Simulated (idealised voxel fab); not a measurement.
Presented below is a process module, voxel self aligned vias.
It is cross-section cut that appears here, measuring 295 nm in width, its square cells being 5 nm in size.
Heads up, the way a cross-section reads in here is a grid of square cells, handed over as bands from the top down, with every band being one or more rows of cells.
Basically the band line says how high the top is and how high the bottom is, in nm, and then what's in it from left to right, every material with its width in nm. Empty space shows up as "air", and if a single material carries "all across" it runs the full band edge to edge.
The reference from which all heights are counted is 0, the level beneath which the as-received wafer is entirely one material; the lowest band, having no lower bound, proceeds downward and is written after the example "0 and below".
So if you see something like "30..40" for the width, read it as the top row of the band sitting at the first number and the bottom row at the second, with every row in between moving by the same amount as the last.
What does "identical to before" mean for a step? It means no cell of the cross-section changed in that step.
"Fully sealed cavities" lists enclosed empty spaces (at least 8 cells, no open path upward to the top), each as width x height at distance from the left edge, in nm.
Text after the settings on a step's line: the simulator's own remark on that step.
"overlay nm", when on a step's line for a step with a mask, measures how far to the right of its planned place the mask lay; a negative measure means to the left.
**Steps in the process plan**
1,RECEIVE [material Si]
2,CONFORMAL_DEP [material SiO2] [thk nm 15]
3,CONFORMAL_DEP [material SiCN] [thk nm 5]
4,DIRECTIONAL_DEP [material lowk] [thk nm 25]
5,DIRECTIONAL_DEP [material aC] [thk nm 15]
6,PATTERN [tone open] [mask id LINES] [material resist] [width nm 25] [pitch nm 60] [thk nm 30] [overlay nm 0]
7,DIRECTIONAL_ETCH [etch materials aC] [depth nm 15]
8,STRIP [etch materials resist]
9,DIRECTIONAL_ETCH [etch materials lowk] [depth nm 25]
10,STRIP [etch materials aC]
11,CONFORMAL_DEP [material TiN] [thk nm 5]
12,FILL_DEP [material Ru] [thk nm 10]
13,CMP [height nm 45]
14,SELECTIVE_ETCH [etch materials W Ru TiN] [depth nm 5]
15,FILL_DEP [material SiN] [thk nm 5]
16,CMP [height nm 45]
17,DIRECTIONAL_DEP [material lowk] [thk nm 15]
18,PATTERN [tone open] [mask id VIAS] [material resist] [width nm 45] [pitch nm 60] [thk nm 15] [overlay nm 0]
19,DIRECTIONAL_ETCH [etch materials lowk] [depth nm 15]
20,DIRECTIONAL_ETCH [etch materials SiN] [depth nm 5]
21,STRIP [etch materials resist]
22,CONFORMAL_DEP [material TiN] [thk nm 5]
23,FILL_DEP [material Ru] [thk nm 10]
24,CMP [height nm 60]
25,CONFORMAL_DEP [material SiN] [thk nm 5]
**first wafer, as planned**
**as received, after step 1**
0 and below | Si all across
Fully sealed cavities: none
**Wafer section view after processing step 2**
15 down to 0 | SiO2 all across
Under 0: no change, same as before.
**Wafer section view after processing step 3**
20 down to 15 | SiCN all across
Under 15: no change, same as before.
**Wafer section view after processing step 4**
45 down to 20 | lowk all across
Under 20: no change, same as before.
**Wafer section view after processing step 5**
60 down to 45 | aC all across
Under 45: no change, same as before.
**Wafer section view after processing step 6**
90 down to 60 | 75 nm resist / 25 nm air / 35 nm resist / 25 nm air / 35 nm resist / 25 nm air / 75 nm resist
Under 60: no change, same as before.
**Wafer section view after processing step 7**
75 down to 60 | 75 nm resist / 25 nm air / 35 nm resist / 25 nm air / 35 nm resist / 25 nm air / 75 nm resist
60 down to 45 | 75 nm aC / 25 nm air / 35 nm aC / 25 nm air / 35 nm aC / 25 nm air / 75 nm aC
Under 45: no change, same as before.
**Wafer section view after processing step 8**
60 down to 45 | 75 nm aC / 25 nm air / 35 nm aC / 25 nm air / 35 nm aC / 25 nm air / 75 nm aC
Under 45: no change, same as before.
**Wafer section view after processing step 9**
60 down to 45 | 75 nm aC / 25 nm air / 35 nm aC / 25 nm air / 35 nm aC / 25 nm air / 75 nm aC
45 down to 20 | 75 nm lowk / 25 nm air / 35 nm lowk / 25 nm air / 35 nm lowk / 25 nm air / 75 nm lowk
Under 20: no change, same as before.
**Wafer section view after processing step 10**
45 down to 20 | 75 nm lowk / 25 nm air / 35 nm lowk / 25 nm air / 35 nm lowk / 25 nm air / 75 nm lowk
Under 20: no change, same as before.
**Wafer section view after processing step 11**
50 down to 45 | 80 nm TiN / 15 nm air / 45 nm TiN / 15 nm air / 45 nm TiN / 15 nm air / 80 nm TiN
45 down to 25 | 75 nm lowk / 5 nm TiN / 15 nm air / 5 nm TiN / 35 nm lowk / 5 nm TiN / 15 nm air / 5 nm TiN / 35 nm lowk / 5 nm TiN / 15 nm air / 5 nm TiN / 75 nm lowk
25 down to 20 | 75 nm lowk / 25 nm TiN / 35 nm lowk / 25 nm TiN / 35 nm lowk / 25 nm TiN / 75 nm lowk
Under 20: no change, same as before.
**Wafer section view after processing step 12**
60 down to 50 | Ru all across
50 down to 45 | 80 nm TiN / 15 nm Ru / 45 nm TiN / 15 nm Ru / 45 nm TiN / 15 nm Ru / 80 nm TiN
45 down to 25 | 75 nm lowk / 5 nm TiN / 15 nm Ru / 5 nm TiN / 35 nm lowk / 5 nm TiN / 15 nm Ru / 5 nm TiN / 35 nm lowk / 5 nm TiN / 15 nm Ru / 5 nm TiN / 75 nm lowk
Under 25: no change, same as before.
**Wafer section view after processing step 13**
45 down to 25 | 75 nm lowk / 5 nm TiN / 15 nm Ru / 5 nm TiN / 35 nm lowk / 5 nm TiN / 15 nm Ru / 5 nm TiN / 35 nm lowk / 5 nm TiN / 15 nm Ru / 5 nm TiN / 75 nm lowk
Under 25: no change, same as before.
**Wafer section view after processing step 14**
45 down to 40 | 75 nm lowk / 25 nm air / 35 nm lowk / 25 nm air / 35 nm lowk / 25 nm air / 75 nm lowk
Under 40: no change, same as before.
**Wafer section view after processing step 15**
50 down to 45 | SiN all across
45 down to 40 | 75 nm lowk / 25 nm SiN / 35 nm lowk / 25 nm SiN / 35 nm lowk / 25 nm SiN / 75 nm lowk
Under 40: no change, same as before.
**Wafer section view after processing step 16**
45 down to 40 | 75 nm lowk / 25 nm SiN / 35 nm lowk / 25 nm SiN / 35 nm lowk / 25 nm SiN / 75 nm lowk
Under 40: no change, same as before.
**Wafer section view after processing step 17**
60 down to 45 | lowk all across
Under 45: no change, same as before.
**Wafer section view after processing step 18**
75 down to 60 | 65 nm resist / 45 nm air / 15 nm resist / 45 nm air / 15 nm resist / 45 nm air / 65 nm resist
Under 60: no change, same as before.
**Wafer section view after processing step 19**
75 down to 60 | 65 nm resist / 45 nm air / 15 nm resist / 45 nm air / 15 nm resist / 45 nm air / 65 nm resist
60 down to 45 | 65 nm lowk / 45 nm air / 15 nm lowk / 45 nm air / 15 nm lowk / 45 nm air / 65 nm lowk
Under 45: no change, same as before.
**Wafer section view after processing step 20**
75 down to 60 | 65 nm resist / 45 nm air / 15 nm resist / 45 nm air / 15 nm resist / 45 nm air / 65 nm resist
60 down to 45 | 65 nm lowk / 45 nm air / 15 nm lowk / 45 nm air / 15 nm lowk / 45 nm air / 65 nm lowk
45 down to 40 | 75 nm lowk / 25 nm air / 35 nm lowk / 25 nm air / 35 nm lowk / 25 nm air / 75 nm lowk
Under 40: no change, same as before.
**Wafer section view after processing step 21**
60 down to 45 | 65 nm lowk / 45 nm air / 15 nm lowk / 45 nm air / 15 nm lowk / 45 nm air / 65 nm lowk
Under 45: no change, same as before.
**Wafer section view after processing step 22**
65 down to 60 | 70 nm TiN / 35 nm air / 25 nm TiN / 35 nm air / 25 nm TiN / 35 nm air / 70 nm TiN
60 down to 50 | 65 nm lowk / 5 nm TiN / 35 nm air / 5 nm TiN / 15 nm lowk / 5 nm TiN / 35 nm air / 5 nm TiN / 15 nm lowk / 5 nm TiN / 35 nm air / 5 nm TiN / 65 nm lowk
50 down to 45 | 65 nm lowk / 15 nm TiN / 15 nm air / 15 nm TiN / 15 nm lowk / 15 nm TiN / 15 nm air / 15 nm TiN / 15 nm lowk / 15 nm TiN / 15 nm air / 15 nm TiN / 65 nm lowk
45 down to 40 | 75 nm lowk / 25 nm TiN / 35 nm lowk / 25 nm TiN / 35 nm lowk / 25 nm TiN / 75 nm lowk
Under 40: no change, same as before.
**Wafer section view after processing step 23**
75 down to 65 | Ru all across
65 down to 60 | 70 nm TiN / 35 nm Ru / 25 nm TiN / 35 nm Ru / 25 nm TiN / 35 nm Ru / 70 nm TiN
60 down to 50 | 65 nm lowk / 5 nm TiN / 35 nm Ru / 5 nm TiN / 15 nm lowk / 5 nm TiN / 35 nm Ru / 5 nm TiN / 15 nm lowk / 5 nm TiN / 35 nm Ru / 5 nm TiN / 65 nm lowk
50 down to 45 | 65 nm lowk / 15 nm TiN / 15 nm Ru / 15 nm TiN / 15 nm lowk / 15 nm TiN / 15 nm Ru / 15 nm TiN / 15 nm lowk / 15 nm TiN / 15 nm Ru / 15 nm TiN / 65 nm lowk
Under 45: no change, same as before.
**Wafer section view after processing step 24**
60 down to 50 | 65 nm lowk / 5 nm TiN / 35 nm Ru / 5 nm TiN / 15 nm lowk / 5 nm TiN / 35 nm Ru / 5 nm TiN / 15 nm lowk / 5 nm TiN / 35 nm Ru / 5 nm TiN / 65 nm lowk
Under 50: no change, same as before.
**Wafer section view after processing step 25**
65 down to 60 | SiN all across
Under 60: no change, same as before.
**The second wafer began exactly as the first did and followed the same plan, but one mistake was made while running it; through step 5 inclusive, the two wafers are identical**
**when step 6 should have ended**
90 down to 60 | 80 nm resist / 15 nm air / 45 nm resist / 15 nm air / 45 nm resist / 15 nm air / 80 nm resist
Under 60: no change, same as before.
**when step 7 should have ended**
75 down to 60 | 80 nm resist / 15 nm air / 45 nm resist / 15 nm air / 45 nm resist / 15 nm air / 80 nm resist
60 down to 45 | 80 nm aC / 15 nm air / 45 nm aC / 15 nm air / 45 nm aC / 15 nm air / 80 nm aC
Under 45: no change, same as before.
**when step 8 should have ended**
60 down to 45 | 80 nm aC / 15 nm air / 45 nm aC / 15 nm air / 45 nm aC / 15 nm air / 80 nm aC
Under 45: no change, same as before.
**when step 9 should have ended**
60 down to 45 | 80 nm aC / 15 nm air / 45 nm aC / 15 nm air / 45 nm aC / 15 nm air / 80 nm aC
45 down to 20 | 80 nm lowk / 15 nm air / 45 nm lowk / 15 nm air / 45 nm lowk / 15 nm air / 80 nm lowk
Under 20: no change, same as before.
**when step 10 should have ended**
45 down to 20 | 80 nm lowk / 15 nm air / 45 nm lowk / 15 nm air / 45 nm lowk / 15 nm air / 80 nm lowk
Under 20: no change, same as before.
**when step 11 should have ended**
50 down to 45 | 85 nm TiN / 5 nm air / 55 nm TiN / 5 nm air / 55 nm TiN / 5 nm air / 85 nm TiN
45 down to 25 | 80 nm lowk / 5 nm TiN / 5 nm air / 5 nm TiN / 45 nm lowk / 5 nm TiN / 5 nm air / 5 nm TiN / 45 nm lowk / 5 nm TiN / 5 nm air / 5 nm TiN / 80 nm lowk
25 down to 20 | 80 nm lowk / 15 nm TiN / 45 nm lowk / 15 nm TiN / 45 nm lowk / 15 nm TiN / 80 nm lowk
Under 20: no change, same as before.
**when step 12 should have ended**
60 down to 50 | Ru all across
50 down to 45 | 85 nm TiN / 5 nm Ru / 55 nm TiN / 5 nm Ru / 55 nm TiN / 5 nm Ru / 85 nm TiN
45 down to 25 | 80 nm lowk / 5 nm TiN / 5 nm Ru / 5 nm TiN / 45 nm lowk / 5 nm TiN / 5 nm Ru / 5 nm TiN / 45 nm lowk / 5 nm TiN / 5 nm Ru / 5 nm TiN / 80 nm lowk
Under 25: no change, same as before.
**when step 13 should have ended**
45 down to 25 | 80 nm lowk / 5 nm TiN / 5 nm Ru / 5 nm TiN / 45 nm lowk / 5 nm TiN / 5 nm Ru / 5 nm TiN / 45 nm lowk / 5 nm TiN / 5 nm Ru / 5 nm TiN / 80 nm lowk
Under 25: no change, same as before.
**when step 14 should have ended**
45 down to 40 | 80 nm lowk / 15 nm air / 45 nm lowk / 15 nm air / 45 nm lowk / 15 nm air / 80 nm lowk
Under 40: no change, same as before.
**when step 15 should have ended**
50 down to 45 | SiN all across
45 down to 40 | 80 nm lowk / 15 nm SiN / 45 nm lowk / 15 nm SiN / 45 nm lowk / 15 nm SiN / 80 nm lowk
Under 40: no change, same as before.
**when step 16 should have ended**
45 down to 40 | 80 nm lowk / 15 nm SiN / 45 nm lowk / 15 nm SiN / 45 nm lowk / 15 nm SiN / 80 nm lowk
Under 40: no change, same as before.
**when step 17 should have ended**
60 down to 45 | lowk all across
Under 45: no change, same as before.
**when step 18 should have ended**
75 down to 60 | 65 nm resist / 45 nm air / 15 nm resist / 45 nm air / 15 nm resist / 45 nm air / 65 nm resist
Under 60: no change, same as before.
**when step 19 should have ended**
75 down to 60 | 65 nm resist / 45 nm air / 15 nm resist / 45 nm air / 15 nm resist / 45 nm air / 65 nm resist
60 down to 45 | 65 nm lowk / 45 nm air / 15 nm lowk / 45 nm air / 15 nm lowk / 45 nm air / 65 nm lowk
Under 45: no change, same as before.
**when step 20 should have ended**
75 down to 60 | 65 nm resist / 45 nm air / 15 nm resist / 45 nm air / 15 nm resist / 45 nm air / 65 nm resist
60 down to 45 | 65 nm lowk / 45 nm air / 15 nm lowk / 45 nm air / 15 nm lowk / 45 nm air / 65 nm lowk
45 down to 40 | 80 nm lowk / 15 nm air / 45 nm lowk / 15 nm air / 45 nm lowk / 15 nm air / 80 nm lowk
Under 40: no change, same as before.
**when step 21 should have ended**
60 down to 45 | 65 nm lowk / 45 nm air / 15 nm lowk / 45 nm air / 15 nm lowk / 45 nm air / 65 nm lowk
Under 45: no change, same as before.
**when step 22 should have ended**
65 down to 60 | 70 nm TiN / 35 nm air / 25 nm TiN / 35 nm air / 25 nm TiN / 35 nm air / 70 nm TiN
60 down to 50 | 65 nm lowk / 5 nm TiN / 35 nm air / 5 nm TiN / 15 nm lowk / 5 nm TiN / 35 nm air / 5 nm TiN / 15 nm lowk / 5 nm TiN / 35 nm air / 5 nm TiN / 65 nm lowk
50 down to 45 | 65 nm lowk / 20 nm TiN / 5 nm air / 20 nm TiN / 15 nm lowk / 20 nm TiN / 5 nm air / 20 nm TiN / 15 nm lowk / 20 nm TiN / 5 nm air / 20 nm TiN / 65 nm lowk
45 down to 40 | 80 nm lowk / 15 nm TiN / 45 nm lowk / 15 nm TiN / 45 nm lowk / 15 nm TiN / 80 nm lowk
Under 40: no change, same as before.
**when step 23 should have ended**
75 down to 65 | Ru all across
65 down to 60 | 70 nm TiN / 35 nm Ru / 25 nm TiN / 35 nm Ru / 25 nm TiN / 35 nm Ru / 70 nm TiN
60 down to 50 | 65 nm lowk / 5 nm TiN / 35 nm Ru / 5 nm TiN / 15 nm lowk / 5 nm TiN / 35 nm Ru / 5 nm TiN / 15 nm lowk / 5 nm TiN / 35 nm Ru / 5 nm TiN / 65 nm lowk
50 down to 45 | 65 nm lowk / 20 nm TiN / 5 nm Ru / 20 nm TiN / 15 nm lowk / 20 nm TiN / 5 nm Ru / 20 nm TiN / 15 nm lowk / 20 nm TiN / 5 nm Ru / 20 nm TiN / 65 nm lowk
Under 45: no change, same as before.
**when step 24 should have ended**
60 down to 50 | 65 nm lowk / 5 nm TiN / 35 nm Ru / 5 nm TiN / 15 nm lowk / 5 nm TiN / 35 nm Ru / 5 nm TiN / 15 nm lowk / 5 nm TiN / 35 nm Ru / 5 nm TiN / 65 nm lowk
Under 50: no change, same as before.
**when step 25 should have ended**
65 down to 60 | SiN all across
Under 60: no change, same as before.
Deviation from plan: step 6 ran as: PATTERN [tone open] [mask id LINES] [material resist] [width nm 15] [pitch nm 60] [thk nm 30] [overlay nm 0]
Upon completion, the second wafer contains, in terms of cells, a greater or smaller amount of certain materials than the first wafer: Ru: 24 fewer; TiN: 6 fewer; lowk: 30 more
